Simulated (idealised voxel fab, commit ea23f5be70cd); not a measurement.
Process module under the name voxel wiring stack
Cross-section cut: width 210 nm, square cells of 5 nm.
Each cross-section below is a grid of square cells, stated as bands in top-down order, with one or more rows of cells making up each band. Heights first: top, then bottom, in nm. Then materials, left to right, each with a width in nm. "full width" on a single material: fills the band edge to edge. "empty": empty space. All heights in this document are referenced to 0, defined as the level beneath which the wafer, as received, consists entirely of one material. The lowest band is not bounded below; it extends indefinitely downward and is written in the form "z 0 and below". You'd read "30..40" like this: the band's top row of cells is as wide as the first number, its bottom row is as wide as the second, and going down, every row changes width by the same amount as the row before did. Reading "nothing got changed" for a step: not a cell of the cross-section changed in it. In the "Listed closed voids" entry, you get each enclosed empty space of 8 cells or more, one with no open way to the top, written width x height at distance, distance from the left edge, in nm. Whatever follows a step's settings on its line is a remark the simulator itself makes about that step. What "overlay nm" on a step's line means: if the step has a mask, that mask lay this far to the right of its planned place, or, when the value is negative, to the left.

**List of planned process steps**
1: op RECEIVE | material Si
2: op CONFORMAL_DEP | material SiO2 | thk nm 10
3: op DIRECTIONAL_DEP | material TiN | thk nm 5
4: op DIRECTIONAL_DEP | material Ru | thk nm 25
5: op DIRECTIONAL_DEP | material aC | thk nm 10
6: op PATTERN | tone cover | mask id METAL_1 | material resist | width nm 25 | pitch nm 40 | thk nm 25 | overlay nm 0
7: op DIRECTIONAL_ETCH | etch materials aC | depth nm 10
8: op STRIP | etch materials resist
9: op DIRECTIONAL_ETCH | etch materials Ru | depth nm 25
10: op DIRECTIONAL_ETCH | etch materials TiN | depth nm 5
11: op STRIP | etch materials aC
12: op FILL_DEP | material SiO2 | thk nm 5
13: op CMP | height nm 30
14: op CONFORMAL_DEP | material SiCN | thk nm 5
15: op DIRECTIONAL_DEP | material SiO2 | thk nm 15
16: op MASKED_ETCH | tone open | mask id PLUG_1 | width nm 15 | pitch nm 40 | etch materials SiO2 | depth nm 15 | overlay nm 0
17: op MASKED_ETCH | tone open | mask id PLUG_1 | width nm 15 | pitch nm 40 | etch materials SiCN | depth nm 5 | overlay nm 0
18: op CONFORMAL_DEP | material TiN | thk nm 5
19: op FILL_DEP | material Ru | thk nm 10
20: op CMP | height nm 60
21: op CONFORMAL_DEP | material SiN | thk nm 5
22: op DIRECTIONAL_DEP | material lowk | thk nm 15
23: op DIRECTIONAL_DEP | material aC | thk nm 10
24: op PATTERN | tone open | mask id METAL_2 | material resist | width nm 25 | pitch nm 40 | thk nm 30 | overlay nm 0
25: op DIRECTIONAL_ETCH | etch materials aC | depth nm 10
26: op STRIP | etch materials resist
27: op DIRECTIONAL_ETCH | etch materials lowk | depth nm 15
28: op DIRECTIONAL_ETCH | etch materials SiN | depth nm 5
29: op STRIP | etch materials aC
30: op CONFORMAL_DEP | material TiN | thk nm 5
31: op FILL_DEP | material Cu | thk nm 5
32: op CMP | height nm 80
33: op CONFORMAL_DEP | material SiCN | thk nm 5
34: op DIRECTIONAL_DEP | material SiO2 | thk nm 30
35: op MASKED_ETCH | tone open | mask id METAL_3_HOLES | width nm 15 | pitch nm 80 | etch materials SiO2 | depth nm 30 | overlay nm 0
36: op DIRECTIONAL_DEP | material aC | thk nm 15
37: op PATTERN | tone open | mask id METAL_3 | material resist | width nm 25 | pitch nm 40 | thk nm 30 | overlay nm 0
38: op DIRECTIONAL_ETCH | etch materials aC | depth nm 15
39: op STRIP | etch materials resist
40: op DIRECTIONAL_ETCH | etch materials SiO2 | depth nm 20
41: op DIRECTIONAL_ETCH | etch materials SiCN | depth nm 5
42: op STRIP | etch materials aC
43: op CONFORMAL_DEP | material TiN | thk nm 5
44: op FILL_DEP | material Cu | thk nm 10
45: op CMP | height nm 115
46: op CONFORMAL_DEP | material SiN | thk nm 5
What sets these wafers apart? The height nm at step 13. They all start alike, and the plan carries the first wafer's value.

**Cross-sectional view of the first of several wafers in the as-received condition, corresponding to the state following step 1**
z 0 and below = Si full width
Listed closed voids: none

**Wafer cross-section (first of several) - module end, post step 46 (last step)**
z 120 to 115 = SiN full width
z 115 to 100 = SiO2=30  TiN=5  Cu=15  TiN=5  SiO2=15  TiN=5  Cu=15  TiN=5  SiO2=15  TiN=5  Cu=15  TiN=5  SiO2=15  TiN=5  Cu=15  TiN=5  SiO2=35
z 100 to 95 = SiO2=30  TiN=5  Cu=5  TiN=15  SiO2=15  TiN=25  SiO2=15  TiN=5  Cu=5  TiN=15  SiO2=15  TiN=25  SiO2=35
z 95 to 85 = SiO2=30  TiN=5  Cu=5  TiN=5  SiO2=65  TiN=5  Cu=5  TiN=5  SiO2=85
z 85 to 80 = SiCN=30  TiN=15  SiCN=65  TiN=15  SiCN=85
z 80 to 65 = lowk=30  TiN=5  Cu=15  TiN=5  lowk=15  TiN=5  Cu=15  TiN=5  lowk=15  TiN=5  Cu=15  TiN=5  lowk=15  TiN=5  Cu=15  TiN=5  lowk=35
z 65 to 60 = SiN=30  TiN=25  SiN=15  TiN=25  SiN=15  TiN=25  SiN=15  TiN=25  SiN=35
z 60 to 55 = Ru full width
z 55 to 50 = TiN=35  Ru=5  TiN=35  Ru=5  TiN=35  Ru=5  TiN=35  Ru=5  TiN=50
z 50 to 35 = SiO2=30  TiN=5  Ru=5  TiN=5  SiO2=25  TiN=5  Ru=5  TiN=5  SiO2=25  TiN=5  Ru=5  TiN=5  SiO2=25  TiN=5  Ru=5  TiN=5  SiO2=45
z 35 to 30 = SiCN=30  TiN=15  SiCN=25  TiN=15  SiCN=25  TiN=15  SiCN=25  TiN=15  SiCN=45
z 30 to 15 = SiO2=30  Ru=25  SiO2=15  Ru=25  SiO2=15  Ru=25  SiO2=15  Ru=25  SiO2=35
z 15 to 10 = SiO2=30  TiN=25  SiO2=15  TiN=25  SiO2=15  TiN=25  SiO2=15  TiN=25  SiO2=35
z 10 to 0 = SiO2 full width
z 0 and below = Si full width
Listed closed voids: none

**Cross-sectional view of the final wafer of several at the module's end**
z 120 to 115 = SiN full width
z 115 to 100 = SiO2=30  TiN=5  Cu=15  TiN=5  SiO2=15  TiN=5  Cu=15  TiN=5  SiO2=15  TiN=5  Cu=15  TiN=5  SiO2=15  TiN=5  Cu=15  TiN=5  SiO2=35
z 100 to 95 = SiO2=30  TiN=5  Cu=5  TiN=15  SiO2=15  TiN=25  SiO2=15  TiN=5  Cu=5  TiN=15  SiO2=15  TiN=25  SiO2=35
z 95 to 85 = SiO2=30  TiN=5  Cu=5  TiN=5  SiO2=65  TiN=5  Cu=5  TiN=5  SiO2=85
z 85 to 80 = SiCN=30  TiN=15  SiCN=65  TiN=15  SiCN=85
z 80 to 65 = lowk=30  TiN=5  Cu=15  TiN=5  lowk=15  TiN=5  Cu=15  TiN=5  lowk=15  TiN=5  Cu=15  TiN=5  lowk=15  TiN=5  Cu=15  TiN=5  lowk=35
z 65 to 60 = SiN=30  TiN=25  SiN=15  TiN=25  SiN=15  TiN=25  SiN=15  TiN=25  SiN=35
z 60 to 50 = SiO2=30  TiN=5  Ru=5  TiN=5  SiO2=25  TiN=5  Ru=5  TiN=5  SiO2=25  TiN=5  Ru=5  TiN=5  SiO2=25  TiN=5  Ru=5  TiN=5  SiO2=45
z 50 to 45 = SiCN=30  TiN=15  SiCN=25  TiN=15  SiCN=25  TiN=15  SiCN=25  TiN=15  SiCN=45
z 45 to 40 = SiO2 full width
z 40 to 15 = SiO2=30  Ru=25  SiO2=15  Ru=25  SiO2=15  Ru=25  SiO2=15  Ru=25  SiO2=35
z 15 to 10 = SiO2=30  TiN=25  SiO2=15  TiN=25  SiO2=15  TiN=25  SiO2=15  TiN=25  SiO2=35
z 10 to 0 = SiO2 full width
z 0 and below = Si full width
Listed closed voids: none

**Below is a per-wafer table. In it, each row describes the wafer at the end of the module by giving, for each material, the number of cells gained (+) or lost (-) since the wafer was received, and after that the closed voids of the wafer**
height nm 30, +78 Cu, +118 Ru, +66 SiCN, +64 SiN, +422 SiO2, +194 TiN, +66 lowk, Listed closed voids: none
height nm 35, +78 Cu, +96 Ru, +66 SiCN, +64 SiN, +444 SiO2, +194 TiN, +66 lowk, Listed closed voids: none
height nm 40, +78 Cu, +112 Ru, +66 SiCN, +64 SiN, +466 SiO2, +156 TiN, +66 lowk, Listed closed voids: none
height nm 45, +78 Cu, +108 Ru, +66 SiCN, +64 SiN, +478 SiO2, +148 TiN, +66 lowk, Listed closed voids: none
